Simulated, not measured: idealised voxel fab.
Documented hereafter: the process module known as voxel self aligned contacts.
The cross-section shown here is cut; it is 210 nm wide and divided into square cells measuring 5 nm on a side.
In this document a cross-section is written as a grid of square cells. It is given as a series of bands, listed from the top down, and a band is one or more rows of cells. Basically the band line says how high the top is and how high the bottom is, in nm, and then what's in it from left to right, every material with its width in nm. Empty space shows up as "air", and if a single material carries "all across" it runs the full band edge to edge. Counting heights begins at 0, where everything beneath is, in the wafer as received, one material. The lowest band has no bottom; it goes on downwards, as "0..down" shows. Think of "30->40" as a width that walks from the first number to the second as you go down the band, top row to bottom row, taking equal-sized steps from row to row. "nothing changed" means the step left every cell of the cross-section as it was. Entry "Sealed cavities". Content: empty spaces with no open connection to the top, size 8 cells or greater. Each: width x height at distance. Distance: from left edge. Unit: nm. Step line, after settings: the simulator's comment on this step. A step line may carry the setting "overlay nm", which, for steps involving a mask, states the distance by which the mask lay to the right of its intended position; negative values denote displacement to the left.
Planned step list for the process
1 op RECEIVE | material Si
2 op OXIDIZE | depth nm 5
3 op DIRECTIONAL_DEP | material polySi | thk nm 30
4 op DIRECTIONAL_DEP | material SiN | thk nm 20
5 op MASKED_ETCH | tone cover | mask id GATE | width nm 25 | pitch nm 60 | etch materials SiN | depth nm 20 | overlay nm 0
6 op MASKED_ETCH | tone cover | mask id GATE | width nm 25 | pitch nm 60 | etch materials polySi | depth nm 30 | overlay nm 0
7 op CONFORMAL_DEP | material SiN | thk nm 10
8 op DIRECTIONAL_ETCH | etch materials SiN | depth nm 10
9 op FILL_DEP | material SiO2 | thk nm 15
10 op CMP | height nm 60
11 op MASKED_ETCH | tone open | mask id CONTACT | width nm 45 | etch materials SiO2 | depth nm 65 | overlay nm 0
12 op CONFORMAL_DEP | material TiN | thk nm 5
13 op FILL_DEP | material W | thk nm 10
14 op CMP | height nm 60
15 op CONFORMAL_DEP | material SiN | thk nm 5
This is the cross-section of the wafer as we received it, i.e. after step 1
0..down: Si all across
Sealed cavities: none
Here's the wafer cut in cross-section after the module, started and planned just like above, except one thing was done wrong in the run
65..60: SiN all across
60..50: 85 nm SiO2; 5->15 nm TiN; 35->5 nm W; 5->25 nm TiN; 80 nm SiO2
50..30: 50 nm SiO2; 45 nm SiN; 5 nm TiN; 5 nm W; 5 nm TiN; 45 nm SiN; 55 nm SiO2
30..0: 50 nm SiO2; 10 nm SiN; 25 nm polySi; 10 nm SiN; 5 nm TiN; 5 nm W; 5 nm TiN; 10 nm SiN; 25 nm polySi; 10 nm SiN; 55 nm SiO2
0..-5: 95 nm SiO2; 15 nm TiN; 100 nm SiO2
-5..down: Si all across
Sealed cavities: none
What broke from the plan during processing? step 11 ran differently from the plan; actual operation with settings: op MASKED_ETCH | tone open | mask id CONTACT | width nm 45 | etch materials SiO2 | depth nm 65 | overlay nm 5
